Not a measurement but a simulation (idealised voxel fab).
process module | voxel gate over fins
cross-section cut | 270 nm wide | cells 5 nm
A cross-section is a grid of square cells, given in bands from the top down. A band is one or more rows of cells.
Each band's line starts with the height of the band's top and of its bottom, in nm. Then come its materials from left to right, each with its width in nm. One material with "throughout" fills the band from edge to edge. "air" is empty space.
Height 0 is the level under which the wafer as received is all one material. The lowest band goes on downwards, as in "0 down".
A width such as "30 to 40" changes by the same amount from each row of cells to the next, from the band's top row to its bottom row.
"no change" after a step means that no cell of the cross-section changed.
closed voids: empty space of 8 cells or more with no open way to the top, each as width x height at its distance from the left edge, in nm
after a step's settings: what the simulator itself notes on the step
overlay nm, on a step with a mask: how far to the right of its planned place the mask lay; to the left if negative
plan
1 op RECEIVE | material Si
2 op CONFORMAL_DEP | material SiN | thk nm 10
3 op MASKED_ETCH | tone cover | mask id FINS | width nm 15 | pitch nm 45 | etch materials SiN | depth nm 10 | overlay nm 0
4 op MASKED_ETCH | tone cover | mask id FINS | width nm 15 | pitch nm 45 | etch materials Si | depth nm 35 | overlay nm 0
5 op FILL_DEP | material SiO2 | thk nm 15
6 op CMP | height nm 10
7 op SELECTIVE_ETCH | etch materials SiO2 | depth nm 20
8 op STRIP | etch materials SiN
9 op CONFORMAL_DEP | material HfO2 | thk nm 5
10 op CONFORMAL_DEP | material TiN | thk nm 5
11 op FILL_DEP | material W | thk nm 10
12 op CMP | height nm 15
13 op CONFORMAL_DEP | material SiCN | thk nm 5
as received, after step 1
  0 down: Si throughout
  closed voids: none
first wafer at the end, as planned
  20 to 15: SiCN throughout
  15 to 10: W throughout
  10 to 5: W 50 | TiN 35 | W 10 | TiN 35 | W 10 | TiN 35 | W 10 | TiN 35 | W 50
  5 to 0: W 50 | TiN 5 | HfO2 25 | TiN 5 | W 10 | TiN 5 | HfO2 25 | TiN 5 | W 10 | TiN 5 | HfO2 25 | TiN 5 | W 10 | TiN 5 | HfO2 25 | TiN 5 | W 50
  0 to -5: TiN 55 | HfO2 5 | Si 15 | HfO2 5 | TiN 20 | HfO2 5 | Si 15 | HfO2 5 | TiN 20 | HfO2 5 | Si 15 | HfO2 5 | TiN 20 | HfO2 5 | Si 15 | HfO2 5 | TiN 55
  -5 to -10: HfO2 60 | Si 15 | HfO2 30 | Si 15 | HfO2 30 | Si 15 | HfO2 30 | Si 15 | HfO2 60
  -10 to -35: SiO2 60 | Si 15 | SiO2 30 | Si 15 | SiO2 30 | Si 15 | SiO2 30 | Si 15 | SiO2 60
  -35 down: Si throughout
  closed voids: none
second wafer at the end: like start, like plan, one mistake
  20 to 15: SiCN throughout
  15 to 10: W throughout
  10 to 5: W 50 | TiN 35 | W 10 | TiN 35 | W 10 | TiN 35 | W 10 | TiN 35 | W 50
  5 to 0: W 50 | TiN 5 | HfO2 25 | TiN 5 | W 10 | TiN 5 | HfO2 25 | TiN 5 | W 10 | TiN 5 | HfO2 25 | TiN 5 | W 10 | TiN 5 | HfO2 25 | TiN 5 | W 50
  0 to -5: TiN 55 | HfO2 5 | Si 15 | HfO2 5 | TiN 20 | HfO2 5 | Si 15 | HfO2 5 | TiN 20 | HfO2 5 | Si 15 | HfO2 5 | TiN 20 | HfO2 5 | Si 15 | HfO2 5 | TiN 55
  -5 to -10: HfO2 60 | Si 15 | HfO2 30 | Si 15 | HfO2 30 | Si 15 | HfO2 30 | Si 15 | HfO2 60
  -10 to -70: SiO2 60 | Si 15 | SiO2 30 | Si 15 | SiO2 30 | Si 15 | SiO2 30 | Si 15 | SiO2 60
  -70 down: Si throughout
  closed voids: none
what went wrong: step 4 was run twice
at the end the second wafer has, in cells: 294 fewer of Si | 294 more of SiO2
